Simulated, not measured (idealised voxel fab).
process module | voxel spacer lines
cross-section cut | 280 nm wide | cells 5 nm
A cross-section is a grid of square cells, given in bands from the top down. A band is one or more rows of cells.
Each band's line starts with the height of the band's top and of its bottom, in nm. Then come its materials from left to right, each with its width in nm. One material with "throughout" fills the band from edge to edge. "air" is empty space.
Height 0 is the level under which the wafer as received is all one material. The lowest band goes on downwards, as in "0 down".
A width such as "30 to 40" changes by the same amount from each row of cells to the next, from the band's top row to its bottom row.
"no change" after a step means that no cell of the cross-section changed.
closed voids: empty space of 8 cells or more with no open way to the top, each as width x height at its distance from the left edge, in nm
after a step's settings: what the simulator itself notes on the step
overlay nm, on a step with a mask: how far to the right of its planned place the mask lay; to the left if negative
plan
1 op RECEIVE | material Si
2 op CONFORMAL_DEP | material Al2O3 | thk nm 10
3 op DIRECTIONAL_DEP | material polySi | thk nm 10
4 op DIRECTIONAL_DEP | material aC | thk nm 30
5 op PATTERN | tone cover | mask id MANDREL | material resist | width nm 15 | pitch nm 60 | thk nm 40 | overlay nm 0
6 op DIRECTIONAL_ETCH | etch materials aC | depth nm 30
7 op STRIP | etch materials resist
8 op CONFORMAL_DEP | material SiN | thk nm 15
9 op DIRECTIONAL_ETCH | etch materials SiN | depth nm 15
10 op STRIP | etch materials aC
11 op DIRECTIONAL_ETCH | etch materials polySi | depth nm 10
12 op STRIP | etch materials SiN
first wafer, as planned
as received, after step 1
  0 down: Si throughout
  closed voids: none
after step 2
  10 to 0: Al2O3 throughout
  below 0: unchanged
after step 3
  20 to 10: polySi throughout
  below 10: unchanged
after step 4
  50 to 20: aC throughout
  below 20: unchanged
after step 5
  90 to 50: air 100 | resist 15 | air 45 | resist 15 | air 105
  below 50: unchanged
after step 6
  60 to 50: air 100 | resist 15 | air 45 | resist 15 | air 105
  50 to 20: air 100 | aC 15 | air 45 | aC 15 | air 105
  below 20: unchanged
after step 7
  50 to 20: air 100 | aC 15 | air 45 | aC 15 | air 105
  below 20: unchanged
after step 8
  65 to 50: air 85 | SiN 45 | air 15 | SiN 45 | air 90
  50 to 35: air 85 | SiN 15 | aC 15 | SiN 15 | air 15 | SiN 15 | aC 15 | SiN 15 | air 90
  35 to 20: SiN 100 | aC 15 | SiN 45 | aC 15 | SiN 105
  below 20: unchanged
after step 9
  50 to 20: air 85 | SiN 15 | aC 15 | SiN 15 | air 15 | SiN 15 | aC 15 | SiN 15 | air 90
  below 20: unchanged
after step 10
  50 to 20: air 85 | SiN 15 | air 15 | SiN 15 | air 15 | SiN 15 | air 15 | SiN 15 | air 90
  below 20: unchanged
after step 11
  50 to 20: air 85 | SiN 15 | air 15 | SiN 15 | air 15 | SiN 15 | air 15 | SiN 15 | air 90
  20 to 10: air 85 | polySi 15 | air 15 | polySi 15 | air 15 | polySi 15 | air 15 | polySi 15 | air 90
  below 10: unchanged
after step 12
  20 to 10: air 85 | polySi 15 | air 15 | polySi 15 | air 15 | polySi 15 | air 15 | polySi 15 | air 90
  below 10: unchanged
second wafer: like start, like plan, one mistake. Through step 6 it matches the first wafer
when step 7 should have ended
  50 to 20: air 100 | aC 15 | air 45 | aC 15 | air 105
  below 20: unchanged
when step 8 should have ended
  65 to 50: air 85 | SiN 45 | air 15 | SiN 45 | air 90
  50 to 35: air 85 | SiN 15 | aC 15 | SiN 15 | air 15 | SiN 15 | aC 15 | SiN 15 | air 90
  35 to 20: SiN 100 | aC 15 | SiN 45 | aC 15 | SiN 105
  below 20: unchanged
when step 9 should have ended
  50 to 20: air 85 | SiN 15 | aC 15 | SiN 15 | air 15 | SiN 15 | aC 15 | SiN 15 | air 90
  below 20: unchanged
when step 10 should have ended
  50 to 20: air 85 | SiN 15 | air 15 | SiN 15 | air 15 | SiN 15 | air 15 | SiN 15 | air 90
  below 20: unchanged
when step 11 should have ended
  50 to 20: air 85 | SiN 15 | air 15 | SiN 15 | air 15 | SiN 15 | air 15 | SiN 15 | air 90
  20 to 10: air 85 | polySi 15 | air 15 | polySi 15 | air 15 | polySi 15 | air 15 | polySi 15 | air 90
  below 10: unchanged
when step 12 should have ended
  20 to 10: air 85 | polySi 15 | air 15 | polySi 15 | air 15 | polySi 15 | air 15 | polySi 15 | air 90
  below 10: unchanged
what went wrong: step 7 was run twice
at the end the two cross-sections are the same: no effect in what this model computes
